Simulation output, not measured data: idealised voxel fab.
Documented hereafter: the process module known as voxel air gaps.
Section shown: cut. Width: 295 nm. Cell size: 5 nm, square.
We lay out every cross-section as a grid of square cells and spell it out in bands from the top down, where one band means one or more rows of cells. Quick guide to a band line: top height, bottom height (nm) up front; then every material left to right with its width in nm. Only one material and it's marked "everywhere"? Then it fills the band edge to edge. And "air" just means empty space. The level at which height equals 0 is the one under which the wafer, as it arrives, is entirely one material. No lower edge exists for the bottom band, which continues downward and is notated as in "z 0 and below". It should be noted that a width expressed as "30..40" varies in equal increments from row to row of cells within the band, taking the value of the first number at the top row and that of the second number at the bottom row. Where the words "changes: none" appear for a step, the cross-section shows no cell changed by that step; every cell remained as before. Enclosed voids (no open way to top), threshold 8 cells or more, entry "Closed cavity list", notation width x height at distance, distance from left edge, nm. On each step's line, the part that comes after the settings is the simulator's own comment on the step. Among the settings permitted on a step's line is "overlay nm"; applied to a step with a mask, it specifies the extent to which the mask lay to the right of its planned position, whereas a negative figure signifies a position to the left.
The following list gives the planned process steps:
- 1: RECEIVE [material Si]
- 2: CONFORMAL_DEP [material SiO2] [thk nm 10]
- 3: CONFORMAL_DEP [material SiCN] [thk nm 5]
- 4: DIRECTIONAL_DEP [material SiO2] [thk nm 40]
- 5: DIRECTIONAL_DEP [material aC] [thk nm 15]
- 6: PATTERN [tone open] [mask id LINES] [material resist] [width nm 25] [pitch nm 50] [thk nm 30] [overlay nm 0]
- 7: DIRECTIONAL_ETCH [etch materials aC] [depth nm 15]
- 8: STRIP [etch materials resist]
- 9: DIRECTIONAL_ETCH [etch materials SiO2] [depth nm 40]
- 10: STRIP [etch materials aC]
- 11: CONFORMAL_DEP [material TiN] [thk nm 5]
- 12: FILL_DEP [material Cu] [thk nm 10]
- 13: CMP [height nm 55]
- 14: EPI [material Ru] [thk nm 10]
- 15: SELECTIVE_ETCH [etch materials SiO2] [depth nm 50]
- 16: CONFORMAL_DEP [material SiCN] [thk nm 5]
As received (post step 1): cross-section:
> z 0 and below = Si everywhere
> Closed cavity list: none
Cross-sectional image of the first of two wafers at the end of the module, the run having proceeded as planned:
> z 70 to 65 = air (45), SiCN (205), air (45)
> z 65 to 55 = air (45), SiCN (5), Ru (45), SiCN (5), Ru (45), SiCN (5), Ru (45), SiCN (5), Ru (45), SiCN (5), air (45)
> z 55 to 50 = air (45), SiCN (15), TiN (5), Cu (15), TiN (5), SiCN (25), TiN (5), Cu (15), TiN (5), SiCN (25), TiN (5), Cu (15), TiN (5), SiCN (25), TiN (5), Cu (15), TiN (5), SiCN (15), air (45)
> z 50 to 20 = air (55), SiCN (5), TiN (5), Cu (15), TiN (5), SiCN (5), air (15), SiCN (5), TiN (5), Cu (15), TiN (5), SiCN (5), air (15), SiCN (5), TiN (5), Cu (15), TiN (5), SiCN (5), air (15), SiCN (5), TiN (5), Cu (15), TiN (5), SiCN (5), air (55)
> z 20 to 15 = SiCN (60), TiN (25), SiCN (25), TiN (25), SiCN (25), TiN (25), SiCN (25), TiN (25), SiCN (60)
> z 15 to 10 = SiCN everywhere
> z 10 to 0 = SiO2 everywhere
> z 0 and below = Si everywhere
> Closed cavity list: 15 x 30 at 90; 15 x 30 at 140; 15 x 30 at 190
Same start, same plan as the first wafer - but one mistake in the run. Cross-section of the second of the two at the end of the module:
> z 70 to 65 = air (40), SiCN (205), air (50)
> z 65 to 55 = air (40), SiCN (5), Ru (45), SiCN (5), Ru (45), SiCN (5), Ru (45), SiCN (5), Ru (45), SiCN (5), air (50)
> z 55 to 50 = air (40), SiCN (15), TiN (5), Cu (15), TiN (5), SiCN (25), TiN (5), Cu (15), TiN (5), SiCN (25), TiN (5), Cu (15), TiN (5), SiCN (25), TiN (5), Cu (15), TiN (5), SiCN (15), air (50)
> z 50 to 20 = air (50), SiCN (5), TiN (5), Cu (15), TiN (5), SiCN (5), air (15), SiCN (5), TiN (5), Cu (15), TiN (5), SiCN (5), air (15), SiCN (5), TiN (5), Cu (15), TiN (5), SiCN (5), air (15), SiCN (5), TiN (5), Cu (15), TiN (5), SiCN (5), air (60)
> z 20 to 15 = SiCN (55), TiN (25), SiCN (25), TiN (25), SiCN (25), TiN (25), SiCN (25), TiN (25), SiCN (65)
> z 15 to 10 = SiCN everywhere
> z 10 to 0 = SiO2 everywhere
> z 0 and below = Si everywhere
> Closed cavity list: 15 x 30 at 85; 15 x 30 at 135; 15 x 30 at 185
Which mistake was made when the wafer was run? rather than as planned, step 6 actually ran as PATTERN [tone open] [mask id LINES] [material resist] [width nm 25] [pitch nm 50] [thk nm 30] [overlay nm -5]
Cell counts per material: same on both final wafers. Positions: different.
